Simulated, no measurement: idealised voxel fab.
Title: Process Module voxel air gaps
Square cells of 5 nm make up the cross-section cut, whose width is 175 nm.
If you're reading a cross-section in this doc, picture square cells in a grid; it comes to you as bands, top ones listed first down to the bottom, and a band can be one or more rows of cells. Per band: top height and bottom height in nm, followed by the left-to-right materials and their widths in nm; "throughout" marks a single material spanning edge to edge, "air" marks empty space. We count height from 0. Below that, the starting wafer is all one material. The lowest band never ends at the bottom but goes on down; see "0 down" for how that is written. Think of "30 to 40" as a width that walks from the first number to the second as you go down the band, top row to bottom row, taking equal-sized steps from row to row. Given "everything unchanged" for a step, no cell of the cross-section differs between before and after that step. This entry, "Closed void roster", enumerates those empty regions of no fewer than 8 cells that possess no open connection to the top. Each region is reported in the form width x height at distance, the distance being taken from the left edge, with all three quantities expressed in nm. If you see something after the settings on a step's line, that's the simulator's own remark about that step. overlay nm: mask offset rightward from planned place, masked step; negative means leftward offset. For the reader: what remains of this document is a series of pairs, each showing a cross-section before one process step and a cross-section after that step which reaches down only to the lowest band that changed, with the step between them and its settings set out under the pair. It should not be assumed that a pair continues from the pair above it; the pairs can come from different runs of this module on the same starting wafer, and such continuity exists only where the entry headed "Pre-step geometry" says so.
# Pre-step geometry
> 70 to 60: air 5 nm, Ru 45 nm, air 5 nm, Ru 45 nm, air 5 nm, Ru 45 nm, air 25 nm
> 60 to 25: air 15 nm, TiN 5 nm, Cu 15 nm, TiN 5 nm, air 25 nm, TiN 5 nm, Cu 15 nm, TiN 5 nm, air 25 nm, TiN 5 nm, Cu 15 nm, TiN 5 nm, air 35 nm
> 25 to 20: air 15 nm, TiN 25 nm, air 25 nm, TiN 25 nm, air 25 nm, TiN 25 nm, air 35 nm
> 20 to 15: SiN throughout
> 15 to 0: SiO2 throughout
> 0 down: Si throughout
> Closed void roster: none
# State After Step
> 75 to 70: SiCN 155 nm, air 20 nm
> 70 to 60: SiCN 5 nm, Ru 45 nm, SiCN 5 nm, Ru 45 nm, SiCN 5 nm, Ru 45 nm, SiCN 5 nm, air 20 nm
> 60 to 55: SiCN 15 nm, TiN 5 nm, Cu 15 nm, TiN 5 nm, SiCN 25 nm, TiN 5 nm, Cu 15 nm, TiN 5 nm, SiCN 25 nm, TiN 5 nm, Cu 15 nm, TiN 5 nm, SiCN 15 nm, air 20 nm
> 55 to 25: air 10 nm, SiCN 5 nm, TiN 5 nm, Cu 15 nm, TiN 5 nm, SiCN 5 nm, air 15 nm, SiCN 5 nm, TiN 5 nm, Cu 15 nm, TiN 5 nm, SiCN 5 nm, air 15 nm, SiCN 5 nm, TiN 5 nm, Cu 15 nm, TiN 5 nm, SiCN 5 nm, air 30 nm
> 25 to 20: SiCN 15 nm, TiN 25 nm, SiCN 25 nm, TiN 25 nm, SiCN 25 nm, TiN 25 nm, SiCN 35 nm
> Beneath the level 20, the cross-section is identical to its previous state.
> Closed void roster: 10 x 30 at 0; 15 x 30 at 45; 15 x 30 at 95
Process step bridging the above cross-sections: CONFORMAL_DEP with material SiCN, thk nm 5
# Pre-step geometry
> 15 to 0: SiO2 throughout
> 0 down: Si throughout
> Closed void roster: none
# State After Step
> 20 to 15: Ru throughout
> Beneath the level 15, the cross-section is identical to its previous state.
> Closed void roster: none
Process step bridging the above cross-sections: CONFORMAL_DEP with material Ru, thk nm 5
Pre-step geometry: This step starts from the configuration shown after the step in the pair immediately above.
# State After Step
> 60 to 20: SiO2 throughout
> Beneath the level 20, the cross-section is identical to its previous state.
> Closed void roster: none
Process step bridging the above cross-sections: DIRECTIONAL_DEP with material SiO2, thk nm 40
Pre-step geometry: This step starts from the configuration shown after the step in the pair immediately above.
# State After Step
> 60 to 20: SiO2 25 nm, air 25 nm, SiO2 25 nm, air 25 nm, SiO2 25 nm, air 25 nm, SiO2 25 nm
> Beneath the level 20, the cross-section is identical to its previous state.
> Closed void roster: none
Process step bridging the above cross-sections: MASKED_ETCH with tone open, mask id LINES, width nm 25, pitch nm 50, etch materials SiO2, depth nm 40, overlay nm 0
Pre-step geometry: This step starts from the configuration shown after the step in the pair immediately above.
# State After Step
> 65 to 60: TiN 30 nm, air 15 nm, TiN 35 nm, air 15 nm, TiN 35 nm, air 15 nm, TiN 30 nm
> 60 to 25: SiO2 25 nm, TiN 5 nm, air 15 nm, TiN 5 nm, SiO2 25 nm, TiN 5 nm, air 15 nm, TiN 5 nm, SiO2 25 nm, TiN 5 nm, air 15 nm, TiN 5 nm, SiO2 25 nm
> 25 to 20: SiO2 25 nm, TiN 25 nm, SiO2 25 nm, TiN 25 nm, SiO2 25 nm, TiN 25 nm, SiO2 25 nm
> Beneath the level 20, the cross-section is identical to its previous state.
> Closed void roster: none
Process step bridging the above cross-sections: CONFORMAL_DEP with material TiN, thk nm 5
Pre-step geometry: This step starts from the configuration shown after the step in the pair immediately above.
# State After Step
> 75 to 65: Cu throughout
> 65 to 60: TiN 30 nm, Cu 15 nm, TiN 35 nm, Cu 15 nm, TiN 35 nm, Cu 15 nm, TiN 30 nm
> 60 to 25: SiO2 25 nm, TiN 5 nm, Cu 15 nm, TiN 5 nm, SiO2 25 nm, TiN 5 nm, Cu 15 nm, TiN 5 nm, SiO2 25 nm, TiN 5 nm, Cu 15 nm, TiN 5 nm, SiO2 25 nm
> Beneath the level 25, the cross-section is identical to its previous state.
> Closed void roster: none
Process step bridging the above cross-sections: FILL_DEP with material Cu, thk nm 10
Pre-step geometry: This step starts from the configuration shown after the step in the pair immediately above.
# State After Step
> 60 to 25: SiO2 25 nm, TiN 5 nm, Cu 15 nm, TiN 5 nm, SiO2 25 nm, TiN 5 nm, Cu 15 nm, TiN 5 nm, SiO2 25 nm, TiN 5 nm, Cu 15 nm, TiN 5 nm, SiO2 25 nm
> Beneath the level 25, the cross-section is identical to its previous state.
> Closed void roster: none
Process step bridging the above cross-sections: CMP with height nm 60
Pre-step geometry: This step starts from the configuration shown after the step in the pair immediately above.
# State After Step
> 70 to 60: air 15 nm, Ru 45 nm, air 5 nm, Ru 45 nm, air 5 nm, Ru 45 nm, air 15 nm
> Beneath the level 60, the cross-section is identical to its previous state.
> Closed void roster: none
Process step bridging the above cross-sections: EPI with material Ru, thk nm 10
Pre-step geometry: This step starts from the configuration shown after the step in the pair immediately above.
# State After Step
> 70 to 60: air 15 nm, Ru 45 nm, air 5 nm, Ru 45 nm, air 5 nm, Ru 45 nm, air 15 nm
> 60 to 25: air 25 nm, TiN 5 nm, Cu 15 nm, TiN 5 nm, air 25 nm, TiN 5 nm, Cu 15 nm, TiN 5 nm, air 25 nm, TiN 5 nm, Cu 15 nm, TiN 5 nm, air 25 nm
> 25 to 20: air 25 nm, TiN 25 nm, air 25 nm, TiN 25 nm, air 25 nm, TiN 25 nm, air 25 nm
> Beneath the level 20, the cross-section is identical to its previous state.
> Closed void roster: none
Process step bridging the above cross-sections: SELECTIVE_ETCH with etch materials SiO2, depth nm 50
Pre-step geometry: This step starts from the configuration shown after the step in the pair immediately above.
# State After Step
> 75 to 70: air 10 nm, SiCN 155 nm, air 10 nm
> 70 to 60: air 10 nm, SiCN 5 nm, Ru 45 nm, SiCN 5 nm, Ru 45 nm, SiCN 5 nm, Ru 45 nm, SiCN 5 nm, air 10 nm
> 60 to 55: air 10 nm, SiCN 15 nm, TiN 5 nm, Cu 15 nm, TiN 5 nm, SiCN 25 nm, TiN 5 nm, Cu 15 nm, TiN 5 nm, SiCN 25 nm, TiN 5 nm, Cu 15 nm, TiN 5 nm, SiCN 15 nm, air 10 nm
> 55 to 25: air 20 nm, SiCN 5 nm, TiN 5 nm, Cu 15 nm, TiN 5 nm, SiCN 5 nm, air 15 nm, SiCN 5 nm, TiN 5 nm, Cu 15 nm, TiN 5 nm, SiCN 5 nm, air 15 nm, SiCN 5 nm, TiN 5 nm, Cu 15 nm, TiN 5 nm, SiCN 5 nm, air 20 nm
> 25 to 20: SiCN 25 nm, TiN 25 nm, SiCN 25 nm, TiN 25 nm, SiCN 25 nm, TiN 25 nm, SiCN 25 nm
> Beneath the level 20, the cross-section is identical to its previous state.
> Closed void roster: 15 x 30 at 55; 15 x 30 at 105
Process step bridging the above cross-sections: CONFORMAL_DEP with material SiCN, thk nm 5
# Pre-step geometry
> 60 to 20: SiO2 throughout
> 20 to 15: SiN throughout
> 15 to 0: SiO2 throughout
> 0 down: Si throughout
> Closed void roster: none
# State After Step
> 60 to 20: air 25 nm, SiO2 25 nm, air 25 nm, SiO2 25 nm, air 25 nm, SiO2 25 nm, air 25 nm
> Beneath the level 20, the cross-section is identical to its previous state.
> Closed void roster: none
Process step bridging the above cross-sections: MASKED_ETCH with tone cover, mask id LINES, width nm 25, pitch nm 50, etch materials SiO2, depth nm 40, overlay nm 0
Pre-step geometry: This step starts from the configuration shown after the step in the pair immediately above.
# State After Step
> 65 to 60: air 20 nm, TiN 35 nm, air 15 nm, TiN 35 nm, air 15 nm, TiN 35 nm, air 20 nm
> 60 to 25: air 20 nm, TiN 5 nm, SiO2 25 nm, TiN 5 nm, air 15 nm, TiN 5 nm, SiO2 25 nm, TiN 5 nm, air 15 nm, TiN 5 nm, SiO2 25 nm, TiN 5 nm, air 20 nm
> 25 to 20: TiN 25 nm, SiO2 25 nm, TiN 25 nm, SiO2 25 nm, TiN 25 nm, SiO2 25 nm, TiN 25 nm
> Beneath the level 20, the cross-section is identical to its previous state.
> Closed void roster: none
Process step bridging the above cross-sections: CONFORMAL_DEP with material TiN, thk nm 5
Pre-step geometry: This step starts from the configuration shown after the step in the pair immediately above.
# State After Step
> 75 to 65: Cu throughout
> 65 to 60: Cu 20 nm, TiN 35 nm, Cu 15 nm, TiN 35 nm, Cu 15 nm, TiN 35 nm, Cu 20 nm
> 60 to 25: Cu 20 nm, TiN 5 nm, SiO2 25 nm, TiN 5 nm, Cu 15 nm, TiN 5 nm, SiO2 25 nm, TiN 5 nm, Cu 15 nm, TiN 5 nm, SiO2 25 nm, TiN 5 nm, Cu 20 nm
> Beneath the level 25, the cross-section is identical to its previous state.
> Closed void roster: none
Process step bridging the above cross-sections: FILL_DEP with material Cu, thk nm 10
Pre-step geometry: This step starts from the configuration shown after the step in the pair immediately above.
# State After Step
> 60 to 25: Cu 20 nm, TiN 5 nm, SiO2 25 nm, TiN 5 nm, Cu 15 nm, TiN 5 nm, SiO2 25 nm, TiN 5 nm, Cu 15 nm, TiN 5 nm, SiO2 25 nm, TiN 5 nm, Cu 20 nm
> Beneath the level 25, the cross-section is identical to its previous state.
> Closed void roster: none
Process step bridging the above cross-sections: CMP with height nm 60
Pre-step geometry: This step starts from the configuration shown after the step in the pair immediately above.
# State After Step
> 70 to 60: Ru 35 nm, air 5 nm, Ru 45 nm, air 5 nm, Ru 45 nm, air 5 nm, Ru 35 nm
> Beneath the level 60, the cross-section is identical to its previous state.
> Closed void roster: none
Process step bridging the above cross-sections: EPI with material Ru, thk nm 10
Pre-step geometry: This step starts from the configuration shown after the step in the pair immediately above.
# State After Step
> 70 to 60: Ru 35 nm, air 5 nm, Ru 45 nm, air 5 nm, Ru 45 nm, air 5 nm, Ru 35 nm
> 60 to 25: Cu 20 nm, TiN 5 nm, air 25 nm, TiN 5 nm, Cu 15 nm, TiN 5 nm, air 25 nm, TiN 5 nm, Cu 15 nm, TiN 5 nm, air 25 nm, TiN 5 nm, Cu 20 nm
> 25 to 20: TiN 25 nm, air 25 nm, TiN 25 nm, air 25 nm, TiN 25 nm, air 25 nm, TiN 25 nm
> Beneath the level 20, the cross-section is identical to its previous state.
> Closed void roster: none
Process step bridging the above cross-sections: SELECTIVE_ETCH with etch materials SiO2, depth nm 50
Pre-step geometry: This step starts from the configuration shown after the step in the pair immediately above.
# State After Step
> 75 to 70: SiCN throughout
> 70 to 60: Ru 35 nm, SiCN 5 nm, Ru 45 nm, SiCN 5 nm, Ru 45 nm, SiCN 5 nm, Ru 35 nm
> 60 to 55: Cu 20 nm, TiN 5 nm, SiCN 25 nm, TiN 5 nm, Cu 15 nm, TiN 5 nm, SiCN 25 nm, TiN 5 nm, Cu 15 nm, TiN 5 nm, SiCN 25 nm, TiN 5 nm, Cu 20 nm
> 55 to 25: Cu 20 nm, TiN 5 nm, SiCN 5 nm, air 15 nm, SiCN 5 nm, TiN 5 nm, Cu 15 nm, TiN 5 nm, SiCN 5 nm, air 15 nm, SiCN 5 nm, TiN 5 nm, Cu 15 nm, TiN 5 nm, SiCN 5 nm, air 15 nm, SiCN 5 nm, TiN 5 nm, Cu 20 nm
> 25 to 20: TiN 25 nm, SiCN 25 nm, TiN 25 nm, SiCN 25 nm, TiN 25 nm, SiCN 25 nm, TiN 25 nm
> Beneath the level 20, the cross-section is identical to its previous state.
> Closed void roster: 15 x 30 at 30; 15 x 30 at 80; 15 x 30 at 130
Process step bridging the above cross-sections: CONFORMAL_DEP with material SiCN, thk nm 5
